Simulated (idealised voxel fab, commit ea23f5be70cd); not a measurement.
Herein follows the process module entitled voxel wiring stack.
For reference, the cross-section in this document is cut, with width 210 nm and square cells of 5 nm.
We lay out every cross-section as a grid of square cells and spell it out in bands from the top down, where one band means one or more rows of cells.
What a band's entry tells you: where the top is and where the bottom is, as heights in nm, and after that what lies inside, material by material from left to right, each with its width in nm. Empty space is written as the word "empty", and a single material marked with the word "everywhere" occupies the band from edge to edge.
Measure heights from 0. That's the level where, below it, the as-received wafer is all one material. The lowest band is bottomless and extends downward; write it as in "0 down".
A two-number width, for instance "30 to 40", indicates that the width is equal to the first number in the top row of the band and to the second number in the bottom row, and that it changes by a constant amount per row of cells.
A step reported as "remains unaltered" is a step in which no cell of the cross-section changed.
Closed empty spaces (no open way to the top) of 8 cells or more are what "Completely enclosed voids" lists, each as width x height at distance from the left edge, nm for all three.
after a step's settings: what the simulator itself notes on the step
overlay nm: step with mask; distance mask lay right of planned place; negative value = left of planned place.

Intended process steps
1 RECEIVE with material Si
2 CONFORMAL_DEP with material SiO2, thk nm 10
3 DIRECTIONAL_DEP with material TiN, thk nm 5
4 DIRECTIONAL_DEP with material Ru, thk nm 25
5 DIRECTIONAL_DEP with material aC, thk nm 10
6 PATTERN with tone cover, mask id METAL_1, material resist, width nm 25, pitch nm 40, thk nm 25, overlay nm 0
7 DIRECTIONAL_ETCH with etch materials aC, depth nm 10
8 STRIP with etch materials resist
9 DIRECTIONAL_ETCH with etch materials Ru, depth nm 25
10 DIRECTIONAL_ETCH with etch materials TiN, depth nm 5
11 STRIP with etch materials aC
12 FILL_DEP with material SiO2, thk nm 5
13 CMP with height nm 40
14 CONFORMAL_DEP with material SiCN, thk nm 5
15 DIRECTIONAL_DEP with material SiO2, thk nm 15
16 MASKED_ETCH with tone open, mask id PLUG_1, width nm 15, pitch nm 40, etch materials SiO2, depth nm 15, overlay nm 0
17 MASKED_ETCH with tone open, mask id PLUG_1, width nm 15, pitch nm 40, etch materials SiCN, depth nm 5, overlay nm 0
18 CONFORMAL_DEP with material TiN, thk nm 5
19 FILL_DEP with material Ru, thk nm 10
20 CMP with height nm 60
21 CONFORMAL_DEP with material SiN, thk nm 5
22 DIRECTIONAL_DEP with material lowk, thk nm 15
23 DIRECTIONAL_DEP with material aC, thk nm 10
24 PATTERN with tone open, mask id METAL_2, material resist, width nm 25, pitch nm 40, thk nm 30, overlay nm 0
25 DIRECTIONAL_ETCH with etch materials aC, depth nm 10
26 STRIP with etch materials resist
27 DIRECTIONAL_ETCH with etch materials lowk, depth nm 15
28 DIRECTIONAL_ETCH with etch materials SiN, depth nm 5
29 STRIP with etch materials aC
30 CONFORMAL_DEP with material TiN, thk nm 5
31 FILL_DEP with material Cu, thk nm 5
32 CMP with height nm 80
33 CONFORMAL_DEP with material SiCN, thk nm 5
34 DIRECTIONAL_DEP with material SiO2, thk nm 30
35 MASKED_ETCH with tone open, mask id METAL_3_HOLES, width nm 15, pitch nm 80, etch materials SiO2, depth nm 30, overlay nm 0
36 DIRECTIONAL_DEP with material aC, thk nm 15
37 PATTERN with tone open, mask id METAL_3, material resist, width nm 25, pitch nm 40, thk nm 30, overlay nm 0
38 DIRECTIONAL_ETCH with etch materials aC, depth nm 15
39 STRIP with etch materials resist
40 DIRECTIONAL_ETCH with etch materials SiO2, depth nm 20
41 DIRECTIONAL_ETCH with etch materials SiCN, depth nm 5
42 STRIP with etch materials aC
43 CONFORMAL_DEP with material TiN, thk nm 5
44 FILL_DEP with material Cu, thk nm 10
45 CMP with height nm 115
46 CONFORMAL_DEP with material SiN, thk nm 5

As received, after step 1
- 0 down: Si everywhere
- Completely enclosed voids: none

The following cross-section depicts the wafer upon conclusion of the module. Processing commenced from the starting condition illustrated above and adhered to the plan illustrated above, save for one mistake in execution
- 120 to 115: SiN everywhere
- 115 to 110: SiCN: 30 / TiN: 25 / SiCN: 15 / TiN: 25 / SiCN: 15 / TiN: 25 / SiCN: 15 / TiN: 25 / SiCN: 35
- 110 to 80: SiO2 everywhere
- 80 to 65: lowk: 30 / TiN: 5 / Cu: 15 / TiN: 5 / lowk: 15 / TiN: 5 / Cu: 15 / TiN: 5 / lowk: 15 / TiN: 5 / Cu: 15 / TiN: 5 / lowk: 15 / TiN: 5 / Cu: 15 / TiN: 5 / lowk: 35
- 65 to 60: SiN: 30 / TiN: 25 / SiN: 15 / TiN: 25 / SiN: 15 / TiN: 25 / SiN: 15 / TiN: 25 / SiN: 35
- 60 to 45: SiO2: 30 / TiN: 5 / Ru: 5 / TiN: 5 / SiO2: 25 / TiN: 5 / Ru: 5 / TiN: 5 / SiO2: 25 / TiN: 5 / Ru: 5 / TiN: 5 / SiO2: 25 / TiN: 5 / Ru: 5 / TiN: 5 / SiO2: 45
- 45 to 40: SiCN: 30 / TiN: 15 / SiCN: 25 / TiN: 15 / SiCN: 25 / TiN: 15 / SiCN: 25 / TiN: 15 / SiCN: 45
- 40 to 15: SiO2: 30 / Ru: 25 / SiO2: 15 / Ru: 25 / SiO2: 15 / Ru: 25 / SiO2: 15 / Ru: 25 / SiO2: 35
- 15 to 10: SiO2: 30 / TiN: 25 / SiO2: 15 / TiN: 25 / SiO2: 15 / TiN: 25 / SiO2: 15 / TiN: 25 / SiO2: 35
- 10 to 0: SiO2 everywhere
- 0 down: Si everywhere
- Completely enclosed voids: none
what went wrong: ran 33 and 34 in swapped order versus the plan
